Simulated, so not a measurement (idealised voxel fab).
Process module in this document: voxel gate over fins
FYI the section here is cut, 285 nm wide, cells are 5 nm squares.
A cross-section in this document is a grid of square cells, and it is written down as bands, the top band listed before the ones below it; a band is made up of one or more rows of cells.
For a band, the entry starts with two heights in nm, that of the top and then that of the bottom, and carries on with the band's materials in order from left to right, each alongside its width in nm; the word "everywhere" beside a single material means it fills the band edge to edge, and "empty" means empty space.
The level at which height equals 0 is the one under which the wafer, as it arrives, is entirely one material. No lower edge exists for the bottom band, which continues downward and is notated as in "0 -> down".
With a width like "30->40", each row of cells in the band differs from the next by the same amount, the top row carrying the first number and the bottom row the second.
When a step is marked "stayed the same", none of the cells in the cross-section changed during that step.
Closed-off voids of 8+ cells (no open route to the top) go in "Closed-off voids", written width x height at distance from the left edge, in nm.
Whatever follows a step's settings on its line is a remark the simulator itself makes about that step.
overlay nm: where the mask lay relative to plan, measured to the right, on steps with a mask; negatives go left.
Quick note on how to read the rest: it's all pairs. You get the cross-section before a process step and the one after, but the after one only goes down as far as the lowest band that changed. The step in between, with its settings, sits under the pair. Heads up, the pairs can come from different runs of this module on the same starting wafer, so don't assume a pair picks up from the one above unless its "State before step" entry says it does.

## State before step
10 -> 0  empty 115 nm  SiN 20 nm  empty 15 nm  SiN 20 nm  empty 115 nm
0 -> -15  empty 120 nm  Si 10 nm  empty 25 nm  Si 10 nm  empty 120 nm
-15 -> -35  SiO2 120 nm  Si 10 nm  SiO2 25 nm  Si 10 nm  SiO2 120 nm
-35 -> down  Si everywhere
Closed-off voids: none

## State After Step
0 -> -15  empty 120 nm  Si 10 nm  empty 25 nm  Si 10 nm  empty 120 nm
below -15: unchanged
Closed-off voids: none
Step taken after the before cross-section and before the after cross-section above: STRIP | etch materials SiN

State before step: This step starts from the configuration shown after the step in the pair immediately above.

## State After Step
5 -> 0  empty 115 nm  HfO2 20 nm  empty 15 nm  HfO2 20 nm  empty 115 nm
0 -> -10  empty 115 nm  HfO2 5 nm  Si 10 nm  HfO2 5 nm  empty 15 nm  HfO2 5 nm  Si 10 nm  HfO2 5 nm  empty 115 nm
-10 -> -15  HfO2 120 nm  Si 10 nm  HfO2 25 nm  Si 10 nm  HfO2 120 nm
below -15: unchanged
Closed-off voids: none
Step taken after the before cross-section and before the after cross-section above: CONFORMAL_DEP | material HfO2 | thk nm 5

State before step: This step starts from the configuration shown after the step in the pair immediately above.

## State After Step
10 -> 5  empty 110 nm  TiN 30 nm  empty 5 nm  TiN 30 nm  empty 110 nm
5 -> 0  empty 110 nm  TiN 5 nm  HfO2 20 nm  TiN 5 nm  empty 5 nm  TiN 5 nm  HfO2 20 nm  TiN 5 nm  empty 110 nm
0 -> -5  empty 110 nm  TiN 5 nm  HfO2 5 nm  Si 10 nm  HfO2 5 nm  TiN 5 nm  empty 5 nm  TiN 5 nm  HfO2 5 nm  Si 10 nm  HfO2 5 nm  TiN 5 nm  empty 110 nm
-5 -> -10  TiN 115 nm  HfO2 5 nm  Si 10 nm  HfO2 5 nm  TiN 15 nm  HfO2 5 nm  Si 10 nm  HfO2 5 nm  TiN 115 nm
below -10: unchanged
Closed-off voids: none
Step taken after the before cross-section and before the after cross-section above: CONFORMAL_DEP | material TiN | thk nm 5

State before step: This step starts from the configuration shown after the step in the pair immediately above.

## State After Step
15 -> 10  empty 105 nm  TiAl 75 nm  empty 105 nm
10 -> 5  empty 105 nm  TiAl 5 nm  TiN 30 nm  TiAl 5 nm  TiN 30 nm  TiAl 5 nm  empty 105 nm
5 -> 0  empty 105 nm  TiAl 5 nm  TiN 5 nm  HfO2 20 nm  TiN 5 nm  TiAl 5 nm  TiN 5 nm  HfO2 20 nm  TiN 5 nm  TiAl 5 nm  empty 105 nm
0 -> -5  TiAl 110 nm  TiN 5 nm  HfO2 5 nm  Si 10 nm  HfO2 5 nm  TiN 5 nm  TiAl 5 nm  TiN 5 nm  HfO2 5 nm  Si 10 nm  HfO2 5 nm  TiN 5 nm  TiAl 110 nm
below -5: unchanged
Closed-off voids: none
Step taken after the before cross-section and before the after cross-section above: CONFORMAL_DEP | material TiAl | thk nm 5

State before step: This step starts from the configuration shown after the step in the pair immediately above.

## State After Step
20 -> 15  empty 100 nm  TiN 85 nm  empty 100 nm
15 -> 10  empty 100 nm  TiN 5 nm  TiAl 75 nm  TiN 5 nm  empty 100 nm
10 -> 5  empty 100 nm  TiN 5 nm  TiAl 5 nm  TiN 30 nm  TiAl 5 nm  TiN 30 nm  TiAl 5 nm  TiN 5 nm  empty 100 nm
5 -> 0  TiN 105 nm  TiAl 5 nm  TiN 5 nm  HfO2 20 nm  TiN 5 nm  TiAl 5 nm  TiN 5 nm  HfO2 20 nm  TiN 5 nm  TiAl 5 nm  TiN 105 nm
below 0: unchanged
Closed-off voids: none
Step taken after the before cross-section and before the after cross-section above: CONFORMAL_DEP | material TiN | thk nm 5

State before step: This step starts from the configuration shown after the step in the pair immediately above.

## State After Step
30 -> 20  W everywhere
20 -> 15  W 100 nm  TiN 85 nm  W 100 nm
15 -> 10  W 100 nm  TiN 5 nm  TiAl 75 nm  TiN 5 nm  W 100 nm
10 -> 5  W 100 nm  TiN 5 nm  TiAl 5 nm  TiN 30 nm  TiAl 5 nm  TiN 30 nm  TiAl 5 nm  TiN 5 nm  W 100 nm
below 5: unchanged
Closed-off voids: none
Step taken after the before cross-section and before the after cross-section above: FILL_DEP | material W | thk nm 10

State before step: This step starts from the configuration shown after the step in the pair immediately above.

## State After Step
25 -> 20  W everywhere
below 20: unchanged
Closed-off voids: none
Step taken after the before cross-section and before the after cross-section above: CMP | height nm 25

State before step: This step starts from the configuration shown after the step in the pair immediately above.

## State After Step
30 -> 25  SiN everywhere
below 25: unchanged
Closed-off voids: none
Step taken after the before cross-section and before the after cross-section above: CONFORMAL_DEP | material SiN | thk nm 5

## State before step
10 -> 0  empty 115 nm  SiN 15 nm  empty 20 nm  SiN 15 nm  empty 120 nm
0 -> down  Si everywhere
Closed-off voids: none

## State After Step
10 -> 0  empty 115 nm  SiN 15 nm  empty 20 nm  SiN 15 nm  empty 120 nm
0 -> -30  empty 105 nm  Si 25 nm  empty 10 nm  Si 25 nm  empty 120 nm
below -30: unchanged
Closed-off voids: none
Step taken after the before cross-section and before the after cross-section above: MASKED_ETCH | tone cover | mask id FINS | width nm 15 | pitch nm 35 | etch materials Si | depth nm 30 | overlay nm -10

State before step: This step starts from the configuration shown after the step in the pair immediately above.

## State After Step
10 -> 0  empty 115 nm  SiN 15 nm  empty 20 nm  SiN 15 nm  empty 120 nm
0 -> -5  empty 105 nm  SiO2 15 nm  Si 5 nm  SiO2 5 nm  empty 10 nm  SiO2 15 nm  Si 5 nm  SiO2 5 nm  empty 120 nm
-5 -> -30  empty 105 nm  SiO2 5 nm  Si 15 nm  SiO2 5 nm  empty 10 nm  SiO2 5 nm  Si 15 nm  SiO2 5 nm  empty 120 nm
-30 -> -35  SiO2 110 nm  Si 15 nm  SiO2 20 nm  Si 15 nm  SiO2 125 nm
below -35: unchanged
Closed-off voids: none
Step taken after the before cross-section and before the after cross-section above: OXIDIZE | depth nm 5

State before step: This step starts from the configuration shown after the step in the pair immediately above.

## State After Step
25 -> 10  SiO2 everywhere
10 -> 0  SiO2 115 nm  SiN 15 nm  SiO2 20 nm  SiN 15 nm  SiO2 120 nm
0 -> -5  SiO2 120 nm  Si 5 nm  SiO2 30 nm  Si 5 nm  SiO2 125 nm
-5 -> -35  SiO2 110 nm  Si 15 nm  SiO2 20 nm  Si 15 nm  SiO2 125 nm
below -35: unchanged
Closed-off voids: none
Step taken after the before cross-section and before the after cross-section above: FILL_DEP | material SiO2 | thk nm 15

State before step: This step starts from the configuration shown after the step in the pair immediately above.

## State After Step
10 -> 0  SiO2 115 nm  SiN 15 nm  SiO2 20 nm  SiN 15 nm  SiO2 120 nm
below 0: unchanged
Closed-off voids: none
Step taken after the before cross-section and before the after cross-section above: CMP | height nm 10

State before step: This step starts from the configuration shown after the step in the pair immediately above.

## State After Step
10 -> 0  empty 115 nm  SiN 15 nm  empty 20 nm  SiN 15 nm  empty 120 nm
0 -> -5  empty 120 nm  Si 5 nm  empty 30 nm  Si 5 nm  empty 125 nm
-5 -> -15  empty 110 nm  Si 15 nm  empty 20 nm  Si 15 nm  empty 125 nm
below -15: unchanged
Closed-off voids: none
Step taken after the before cross-section and before the after cross-section above: SELECTIVE_ETCH | etch materials SiO2 | depth nm 25

State before step: This step starts from the configuration shown after the step in the pair immediately above.

## State After Step
0 -> -5  empty 120 nm  Si 5 nm  empty 30 nm  Si 5 nm  empty 125 nm
below -5: unchanged
Closed-off voids: none
Step taken after the before cross-section and before the after cross-section above: STRIP | etch materials SiN

State before step: This step starts from the configuration shown after the step in the pair immediately above.

## State After Step
5 -> 0  empty 115 nm  HfO2 15 nm  empty 20 nm  HfO2 15 nm  empty 120 nm
0 -> -10  empty 105 nm  HfO2 15->5 nm  Si 5->15 nm  HfO2 5 nm  empty 10 nm  HfO2 15->5 nm  Si 5->15 nm  HfO2 5 nm  empty 120 nm
-10 -> -15  HfO2 110 nm  Si 15 nm  HfO2 20 nm  Si 15 nm  HfO2 125 nm
below -15: unchanged
Closed-off voids: none
Step taken after the before cross-section and before the after cross-section above: CONFORMAL_DEP | material HfO2 | thk nm 5

State before step: This step starts from the configuration shown after the step in the pair immediately above.

## State After Step
10 -> 5  empty 110 nm  TiN 25 nm  empty 10 nm  TiN 25 nm  empty 115 nm
5 -> 0  empty 100 nm  TiN 15 nm  HfO2 15 nm  TiN 20 nm  HfO2 15 nm  TiN 5 nm  empty 115 nm
0 -> -5  empty 100 nm  TiN 5 nm  HfO2 15 nm  Si 5 nm  HfO2 5 nm  TiN 10 nm  HfO2 15 nm  Si 5 nm  HfO2 5 nm  TiN 5 nm  empty 115 nm
-5 -> -10  TiN 105 nm  HfO2 5 nm  Si 15 nm  HfO2 5 nm  TiN 10 nm  HfO2 5 nm  Si 15 nm  HfO2 5 nm  TiN 120 nm
below -10: unchanged
Closed-off voids: none
Step taken after the before cross-section and before the after cross-section above: CONFORMAL_DEP | material TiN | thk nm 5

State before step: This step starts from the configuration shown after the step in the pair immediately above.

## State After Step
15 -> 10  empty 105 nm  TiAl 70 nm  empty 110 nm
10 -> 5  empty 95 nm  TiAl 15 nm  TiN 25 nm  TiAl 10 nm  TiN 25 nm  TiAl 5 nm  empty 110 nm
5 -> 0  empty 95 nm  TiAl 5 nm  TiN 15 nm  HfO2 15 nm  TiN 20 nm  HfO2 15 nm  TiN 5 nm  TiAl 5 nm  empty 110 nm
0 -> -5  TiAl 100 nm  TiN 5 nm  HfO2 15 nm  Si 5 nm  HfO2 5 nm  TiN 10 nm  HfO2 15 nm  Si 5 nm  HfO2 5 nm  TiN 5 nm  TiAl 115 nm
below -5: unchanged
Closed-off voids: none
Step taken after the before cross-section and before the after cross-section above: CONFORMAL_DEP | material TiAl | thk nm 5

State before step: This step starts from the configuration shown after the step in the pair immediately above.

## State After Step
20 -> 15  empty 100 nm  TiN 80 nm  empty 105 nm
15 -> 10  empty 90 nm  TiN 15 nm  TiAl 70 nm  TiN 5 nm  empty 105 nm
10 -> 5  empty 90 nm  TiN 5 nm  TiAl 15 nm  TiN 25 nm  TiAl 10 nm  TiN 25 nm  TiAl 5 nm  TiN 5 nm  empty 105 nm
5 -> 0  TiN 95 nm  TiAl 5 nm  TiN 15 nm  HfO2 15 nm  TiN 20 nm  HfO2 15 nm  TiN 5 nm  TiAl 5 nm  TiN 110 nm
below 0: unchanged
Closed-off voids: none
Step taken after the before cross-section and before the after cross-section above: CONFORMAL_DEP | material TiN | thk nm 5

State before step: This step starts from the configuration shown after the step in the pair immediately above.

## State After Step
30 -> 20  W everywhere
20 -> 15  W 100 nm  TiN 80 nm  W 105 nm
15 -> 10  W 90 nm  TiN 15 nm  TiAl 70 nm  TiN 5 nm  W 105 nm
10 -> 5  W 90 nm  TiN 5 nm  TiAl 15 nm  TiN 25 nm  TiAl 10 nm  TiN 25 nm  TiAl 5 nm  TiN 5 nm  W 105 nm
below 5: unchanged
Closed-off voids: none
Step taken after the before cross-section and before the after cross-section above: FILL_DEP | material W | thk nm 10

State before step: This step starts from the configuration shown after the step in the pair immediately above.

## State After Step
25 -> 20  W everywhere
below 20: unchanged
Closed-off voids: none
Step taken after the before cross-section and before the after cross-section above: CMP | height nm 25

State before step: This step starts from the configuration shown after the step in the pair immediately above.

## State After Step
30 -> 25  SiN everywhere
below 25: unchanged
Closed-off voids: none
Step taken after the before cross-section and before the after cross-section above: CONFORMAL_DEP | material SiN | thk nm 5

## State before step
10 -> 0  empty 115 nm  SiN 15 nm  empty 20 nm  SiN 15 nm  empty 120 nm
0 -> -30  empty 115 nm  SiO2 5 nm  Si 5 nm  SiO2 5 nm  empty 20 nm  SiO2 5 nm  Si 5 nm  SiO2 5 nm  empty 120 nm
-30 -> -35  SiO2 120 nm  Si 5 nm  SiO2 30 nm  Si 5 nm  SiO2 125 nm
-35 -> down  Si everywhere
Closed-off voids: none

## State After Step
25 -> 10  W everywhere
10 -> 0  W 115 nm  SiN 15 nm  W 20 nm  SiN 15 nm  W 120 nm
0 -> -30  W 115 nm  SiO2 5 nm  Si 5 nm  SiO2 5 nm  W 20 nm  SiO2 5 nm  Si 5 nm  SiO2 5 nm  W 120 nm
below -30: unchanged
Closed-off voids: none
Step taken after the before cross-section and before the after cross-section above: FILL_DEP | material W | thk nm 15

State before step: This step starts from the configuration shown after the step in the pair immediately above.

## State After Step
10 -> 0  W 115 nm  SiN 15 nm  W 20 nm  SiN 15 nm  W 120 nm
below 0: unchanged
Closed-off voids: none
Step taken after the before cross-section and before the after cross-section above: CMP | height nm 10

State before step: This step starts from the configuration shown after the step in the pair immediately above.

## State After Step
10 -> 0  W 115 nm  empty 15 nm  W 20 nm  empty 15 nm  W 120 nm
below 0: unchanged
Closed-off voids: none
Step taken after the before cross-section and before the after cross-section above: STRIP | etch materials SiN

State before step: This step starts from the configuration shown after the step in the pair immediately above.

## State After Step
15 -> 10  HfO2 120 nm  empty 5 nm  HfO2 30 nm  empty 5 nm  HfO2 125 nm
10 -> 5  W 115 nm  HfO2 5 nm  empty 5 nm  HfO2 5 nm  W 20 nm  HfO2 5 nm  empty 5 nm  HfO2 5 nm  W 120 nm
5 -> 0  W 115 nm  HfO2 15 nm  W 20 nm  HfO2 15 nm  W 120 nm
below 0: unchanged
Closed-off voids: none
Step taken after the before cross-section and before the after cross-section above: CONFORMAL_DEP | material HfO2 | thk nm 5

State before step: This step starts from the configuration shown after the step in the pair immediately above.

## State After Step
20 -> 15  TiN everywhere
15 -> 10  HfO2 120 nm  TiN 5 nm  HfO2 30 nm  TiN 5 nm  HfO2 125 nm
10 -> 5  W 115 nm  HfO2 5 nm  TiN 5 nm  HfO2 5 nm  W 20 nm  HfO2 5 nm  TiN 5 nm  HfO2 5 nm  W 120 nm
below 5: unchanged
Closed-off voids: none
Step taken after the before cross-section and before the after cross-section above: CONFORMAL_DEP | material TiN | thk nm 5

State before step: This step starts from the configuration shown after the step in the pair immediately above.

## State After Step
25 -> 20  TiAl everywhere
below 20: unchanged
Closed-off voids: none
Step taken after the before cross-section and before the after cross-section above: CONFORMAL_DEP | material TiAl | thk nm 5

State before step: This step starts from the configuration shown after the step in the pair immediately above.

## State After Step
30 -> 25  TiN everywhere
below 25: unchanged
Closed-off voids: none
Step taken after the before cross-section and before the after cross-section above: CONFORMAL_DEP | material TiN | thk nm 5

State before step: This step starts from the configuration shown after the step in the pair immediately above.

## State After Step
40 -> 30  W everywhere
below 30: unchanged
Closed-off voids: none
Step taken after the before cross-section and before the after cross-section above: FILL_DEP | material W | thk nm 10

State before step: This step starts from the configuration shown after the step in the pair immediately above.

## State After Step
25 -> 20  TiAl everywhere
below 20: unchanged
Closed-off voids: none
Step taken after the before cross-section and before the after cross-section above: CMP | height nm 25

State before step: This step starts from the configuration shown after the step in the pair immediately above.

## State After Step
30 -> 25  SiN everywhere
below 25: unchanged
Closed-off voids: none
Step taken after the before cross-section and before the after cross-section above: CONFORMAL_DEP | material SiN | thk nm 5

## State before step
10 -> 0  SiN everywhere
0 -> down  Si everywhere
Closed-off voids: none

## State After Step
10 -> 0  SiN 115 nm  empty 15 nm  SiN 20 nm  empty 15 nm  SiN 120 nm
below 0: unchanged
Closed-off voids: none
Step taken after the before cross-section and before the after cross-section above: MASKED_ETCH | tone open | mask id FINS | width nm 15 | pitch nm 35 | etch materials SiN | depth nm 10 | overlay nm 0

State before step: This step starts from the configuration shown after the step in the pair immediately above.

## State After Step
10 -> 0  SiN 115 nm  empty 15 nm  SiN 20 nm  empty 15 nm  SiN 120 nm
0 -> -5  Si 110 nm  SiO2 25 nm  Si 10 nm  SiO2 25 nm  Si 115 nm
below -5: unchanged
Closed-off voids: none
Step taken after the before cross-section and before the after cross-section above: OXIDIZE | depth nm 5

State before step: This step starts from the configuration shown after the step in the pair immediately above.

## State After Step
25 -> 10  SiO2 everywhere
10 -> 0  SiN 115 nm  SiO2 15 nm  SiN 20 nm  SiO2 15 nm  SiN 120 nm
below 0: unchanged
Closed-off voids: none
Step taken after the before cross-section and before the after cross-section above: FILL_DEP | material SiO2 | thk nm 15

State before step: This step starts from the configuration shown after the step in the pair immediately above.

## State After Step
10 -> 0  SiN 115 nm  SiO2 15 nm  SiN 20 nm  SiO2 15 nm  SiN 120 nm
below 0: unchanged
Closed-off voids: none
Step taken after the before cross-section and before the after cross-section above: CMP | height nm 10

State before step: This step starts from the configuration shown after the step in the pair immediately above.

## State After Step
10 -> 0  SiN 115 nm  empty 15 nm  SiN 20 nm  empty 15 nm  SiN 120 nm
0 -> -5  Si 110 nm  empty 25 nm  Si 10 nm  empty 25 nm  Si 115 nm
below -5: unchanged
Closed-off voids: none
Step taken after the before cross-section and before the after cross-section above: SELECTIVE_ETCH | etch materials SiO2 | depth nm 25

State before step: This step starts from the configuration shown after the step in the pair immediately above.

## State After Step
0 -> -5  Si 110 nm  empty 25 nm  Si 10 nm  empty 25 nm  Si 115 nm
below -5: unchanged
Closed-off voids: none
Step taken after the before cross-section and before the after cross-section above: STRIP | etch materials SiN

State before step: This step starts from the configuration shown after the step in the pair immediately above.

## State After Step
5 -> 0  HfO2 115 nm  empty 15 nm  HfO2 20 nm  empty 15 nm  HfO2 120 nm
0 -> -5  Si 110 nm  HfO2 25 nm  Si 10 nm  HfO2 25 nm  Si 115 nm
below -5: unchanged
Closed-off voids: none
Step taken after the before cross-section and before the after cross-section above: CONFORMAL_DEP | material HfO2 | thk nm 5

State before step: This step starts from the configuration shown after the step in the pair immediately above.

## State After Step
10 -> 5  TiN 120 nm  empty 5 nm  TiN 30 nm  empty 5 nm  TiN 125 nm
5 -> 0  HfO2 115 nm  TiN 15 nm  HfO2 20 nm  TiN 15 nm  HfO2 120 nm
below 0: unchanged
Closed-off voids: none
Step taken after the before cross-section and before the after cross-section above: CONFORMAL_DEP | material TiN | thk nm 5

State before step: This step starts from the configuration shown after the step in the pair immediately above.

## State After Step
15 -> 10  TiAl everywhere
10 -> 5  TiN 120 nm  TiAl 5 nm  TiN 30 nm  TiAl 5 nm  TiN 125 nm
below 5: unchanged
Closed-off voids: none
Step taken after the before cross-section and before the after cross-section above: CONFORMAL_DEP | material TiAl | thk nm 5

State before step: This step starts from the configuration shown after the step in the pair immediately above.

## State After Step
20 -> 15  TiN everywhere
below 15: unchanged
Closed-off voids: none
Step taken after the before cross-section and before the after cross-section above: CONFORMAL_DEP | material TiN | thk nm 5

State before step: This step starts from the configuration shown after the step in the pair immediately above.

## State After Step
30 -> 20  W everywhere
below 20: unchanged
Closed-off voids: none
Step taken after the before cross-section and before the after cross-section above: FILL_DEP | material W | thk nm 10

State before step: This step starts from the configuration shown after the step in the pair immediately above.

## State After Step
25 -> 20  W everywhere
below 20: unchanged
Closed-off voids: none
Step taken after the before cross-section and before the after cross-section above: CMP | height nm 25

State before step: This step starts from the configuration shown after the step in the pair immediately above.

## State After Step
30 -> 25  SiN everywhere
below 25: unchanged
Closed-off voids: none
Step taken after the before cross-section and before the after cross-section above: CONFORMAL_DEP | material SiN | thk nm 5
